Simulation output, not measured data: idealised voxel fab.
Process module name: voxel self aligned vias
The cross-section on display is named cut; it measures 240 nm wide, and its cells are 5 nm squares.
A cross-section is written here as square cells arranged in a grid, and it is given in bands from the top down, each band taking up one or more rows of cells.
Band: top height; bottom height; in nm. Then, left to right: material with width in nm, for each material. "all across": a single material spanning edge to edge. "blank": empty space.
Where do heights start? At 0: under that level the wafer as delivered is made of one material only. And the lowest band has no floor; it just carries on downward, as in "0 -> down".
Width "30->40": first value at the band's top row of cells, second value at its bottom row, equal change from row to row.
Basically "stayed the same" means that step didn't change any cell in the cross-section.
"closed voids" specifies each empty space that is not open to the top and that occupies no fewer than 8 cells, using the form width x height at distance, the distance measured from the left edge and all three quantities in nm.
Whatever follows a step's settings on its line is a remark the simulator itself makes about that step.
What "overlay nm" on a step's line means: if the step has a mask, that mask lay this far to the right of its planned place, or, when the value is negative, to the left.
### Intended process steps
- 1: RECEIVE,material Si
- 2: CONFORMAL_DEP,material SiO2,thk nm 15
- 3: CONFORMAL_DEP,material SiCN,thk nm 5
- 4: DIRECTIONAL_DEP,material SiO2,thk nm 30
- 5: DIRECTIONAL_DEP,material aC,thk nm 10
- 6: PATTERN,tone open,mask id LINES,material resist,width nm 20,pitch nm 50,thk nm 30,overlay nm 0
- 7: DIRECTIONAL_ETCH,etch materials aC,depth nm 10
- 8: STRIP,etch materials resist
- 9: DIRECTIONAL_ETCH,etch materials SiO2,depth nm 30
- 10: STRIP,etch materials aC
- 11: CONFORMAL_DEP,material TiN,thk nm 5
- 12: FILL_DEP,material Ru,thk nm 5
- 13: CMP,height nm 50
- 14: SELECTIVE_ETCH,etch materials W Ru TiN,depth nm 5
- 15: FILL_DEP,material SiN,thk nm 5
- 16: CMP,height nm 50
- 17: DIRECTIONAL_DEP,material SiO2,thk nm 20
- 18: PATTERN,tone open,mask id VIAS,material resist,width nm 30,pitch nm 100,thk nm 20,overlay nm 0
- 19: DIRECTIONAL_ETCH,etch materials SiO2,depth nm 20
- 20: DIRECTIONAL_ETCH,etch materials SiN,depth nm 5
- 21: STRIP,etch materials resist
- 22: CONFORMAL_DEP,material TiN,thk nm 5
- 23: FILL_DEP,material Cu,thk nm 5
- 24: CMP,height nm 70
- 25: CONFORMAL_DEP,material SiN,thk nm 5
### Cross-sectional view of the wafer in its as-received condition, corresponding to the state after step 1
	0 -> down  Si all across
	closed voids: none
### Sectioned view, first of two wafers, at the close of the module, processed as intended in the plan
	75 -> 70  SiN all across
	70 -> 55  SiO2 55 nm, then TiN 5 nm, then Cu 20 nm, then TiN 5 nm, then SiO2 70 nm, then TiN 5 nm, then Cu 20 nm, then TiN 5 nm, then SiO2 55 nm
	55 -> 50  SiO2 55 nm, then TiN 10 nm, then Cu 10 nm, then TiN 10 nm, then SiO2 70 nm, then TiN 10 nm, then Cu 10 nm, then TiN 10 nm, then SiO2 55 nm
	50 -> 45  SiO2 60 nm, then TiN 20 nm, then SiO2 30 nm, then SiN 20 nm, then SiO2 30 nm, then TiN 20 nm, then SiO2 60 nm
	45 -> 25  SiO2 60 nm, then TiN 5 nm, then Ru 10 nm, then TiN 5 nm, then SiO2 30 nm, then TiN 5 nm, then Ru 10 nm, then TiN 5 nm, then SiO2 30 nm, then TiN 5 nm, then Ru 10 nm, then TiN 5 nm, then SiO2 60 nm
	25 -> 20  SiO2 60 nm, then TiN 20 nm, then SiO2 30 nm, then TiN 20 nm, then SiO2 30 nm, then TiN 20 nm, then SiO2 60 nm
	20 -> 15  SiCN all across
	15 -> 0  SiO2 all across
	0 -> down  Si all across
	closed voids: none
### Module end: cross-section of wafer two of two. Same start and process plan as the first wafer. One mistake during execution
	75 -> 70  SiN all across
	70 -> 55  SiO2 55 nm, then TiN 5 nm, then Cu 20 nm, then TiN 5 nm, then SiO2 70 nm, then TiN 5 nm, then Cu 20 nm, then TiN 5 nm, then SiO2 55 nm
	55 -> 50  SiO2 55 nm, then TiN 10 nm, then Cu 10 nm, then TiN 10 nm, then SiO2 70 nm, then TiN 10 nm, then Cu 10 nm, then TiN 10 nm, then SiO2 55 nm
	50 -> 45  SiO2 60 nm, then TiN 20 nm, then SiO2 30 nm, then SiN 20 nm, then SiO2 30 nm, then TiN 20 nm, then SiO2 60 nm
	45 -> 35  SiO2 60 nm, then TiN 5 nm, then Ru 10 nm, then TiN 5 nm, then SiO2 30 nm, then TiN 5 nm, then Ru 10 nm, then TiN 5 nm, then SiO2 30 nm, then TiN 5 nm, then Ru 10 nm, then TiN 5 nm, then SiO2 60 nm
	35 -> 30  SiO2 60 nm, then TiN 20 nm, then SiO2 30 nm, then TiN 20 nm, then SiO2 30 nm, then TiN 20 nm, then SiO2 60 nm
	30 -> 25  SiCN all across
	25 -> 0  SiO2 all across
	0 -> down  Si all across
	closed voids: none
what went wrong: step 2 deviated from plan and actually ran as CONFORMAL_DEP,material SiO2,thk nm 25
Heads up, by the end the second wafer has more or fewer cells of some materials compared to the first: -12 Ru | +24 SiO2 | -12 TiN
